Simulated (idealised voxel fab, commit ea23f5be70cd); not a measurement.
process module | voxel capacitor over wiring
cross-section cut | 300 nm wide | cells 5 nm
A cross-section is a grid of square cells, given in bands from the top down. A band is one or more rows of cells.
Each band's line starts with the height of the band's top and of its bottom, in nm. Then come its materials from left to right, each with its width in nm. One material with "throughout" fills the band from edge to edge. "air" is empty space.
Height 0 is the level under which the wafer as received is all one material. The lowest band goes on downwards, as in "0 down".
A width such as "30 to 40" changes by the same amount from each row of cells to the next, from the band's top row to its bottom row.
"no change" after a step means that no cell of the cross-section changed.
closed voids: empty space of 8 cells or more with no open way to the top, each as width x height at its distance from the left edge, in nm
after a step's settings: what the simulator itself notes on the step
overlay nm, on a step with a mask: how far to the right of its planned place the mask lay; to the left if negative
plan
1 op RECEIVE | material Si
2 op CONFORMAL_DEP | material SiO2 | thk nm 15
3 op CONFORMAL_DEP | material SiCN | thk nm 5
4 op DIRECTIONAL_DEP | material SiO2 | thk nm 20
5 op DIRECTIONAL_DEP | material aC | thk nm 15
6 op PATTERN | tone open | mask id METAL_1 | material resist | width nm 25 | pitch nm 80 | thk nm 30 | overlay nm 0
7 op DIRECTIONAL_ETCH | etch materials aC | depth nm 15
8 op STRIP | etch materials resist
9 op DIRECTIONAL_ETCH | etch materials SiO2 | depth nm 20
10 op DIRECTIONAL_ETCH | etch materials SiCN | depth nm 5
11 op STRIP | etch materials aC
12 op CONFORMAL_DEP | material TiN | thk nm 5
13 op FILL_DEP | material W | thk nm 5
14 op CMP | height nm 40
15 op CONFORMAL_DEP | material SiCN | thk nm 5
16 op DIRECTIONAL_DEP | material SiO2 | thk nm 10
17 op PATTERN | tone open | mask id PLUG_1 | material resist | width nm 15 | thk nm 20 | overlay nm 0
18 op DIRECTIONAL_ETCH | etch materials SiO2 | depth nm 10
19 op DIRECTIONAL_ETCH | etch materials SiCN | depth nm 5
20 op STRIP | etch materials resist
21 op CONFORMAL_DEP | material TiN | thk nm 5
22 op FILL_DEP | material Ru | thk nm 10
23 op CMP | height nm 55
24 op DIRECTIONAL_DEP | material TiN | thk nm 5
25 op DIRECTIONAL_DEP | material HfO2 | thk nm 5
26 op DIRECTIONAL_DEP | material TiN | thk nm 5
27 op MASKED_ETCH | tone cover | mask id UPPER_PLATE | width nm 60 | etch materials TiN | depth nm 5 | overlay nm 0
28 op MASKED_ETCH | tone cover | mask id UPPER_PLATE | width nm 60 | etch materials HfO2 | depth nm 5 | overlay nm 0
29 op MASKED_ETCH | tone cover | mask id LOWER_PLATE | width nm 70 | etch materials TiN | depth nm 5 | overlay nm 0
30 op FILL_DEP | material SiO2 | thk nm 20
31 op CMP | height nm 85
32 op MASKED_ETCH | tone open | mask id PLUG_2 | width nm 15 | etch materials SiO2 | depth nm 15 | overlay nm 0
33 op CONFORMAL_DEP | material TiN | thk nm 5
34 op FILL_DEP | material Ru | thk nm 5
35 op CMP | height nm 85
36 op CONFORMAL_DEP | material SiCN | thk nm 5
as received, after step 1
  0 down: Si throughout
  closed voids: none
first wafer at the end, as planned
  90 to 85: SiCN throughout
  85 to 75: SiO2 115 | TiN 5 | Ru 5 | TiN 5 | SiO2 170
  75 to 65: SiO2 115 to 105 | TiN 15 to 60 | SiO2 170 to 135
  65 to 60: SiO2 105 | HfO2 60 | SiO2 135
  60 to 55: SiO2 100 | TiN 70 | SiO2 130
  55 to 45: SiO2 105 | TiN 5 | Ru 5 | TiN 5 | SiO2 180
  45 to 40: SiCN 105 | TiN 15 | SiCN 180
  40 to 20: SiO2 95 | TiN 5 | W 15 | TiN 5 | SiO2 55 | TiN 5 | W 15 | TiN 5 | SiO2 100
  20 to 15: SiCN 95 | TiN 25 | SiCN 55 | TiN 25 | SiCN 100
  15 to 0: SiO2 throughout
  0 down: Si throughout
  closed voids: none
second wafer at the end: like start, like plan, one mistake
  90 to 85: SiCN throughout
  85 to 75: SiO2 115 | TiN 5 | Ru 5 | TiN 5 | SiO2 170
  75 to 70: SiO2 115 | TiN 15 | SiO2 170
  70 to 65: SiO2 105 | HfO2 60 | SiO2 135
  65 to 60: SiO2 100 | TiN 70 | SiO2 130
  60 to 55: TiN throughout
  55 to 45: SiO2 105 | TiN 5 | Ru 5 | TiN 5 | SiO2 180
  45 to 40: SiCN 105 | TiN 15 | SiCN 180
  40 to 20: SiO2 95 | TiN 5 | W 15 | TiN 5 | SiO2 55 | TiN 5 | W 15 | TiN 5 | SiO2 100
  20 to 15: SiCN 95 | TiN 25 | SiCN 55 | TiN 25 | SiCN 100
  15 to 0: SiO2 throughout
  0 down: Si throughout
  closed voids: none
what went wrong: steps 25 and 26 were swapped
at the end the second wafer has, in cells: 48 fewer of SiO2 | 48 more of TiN
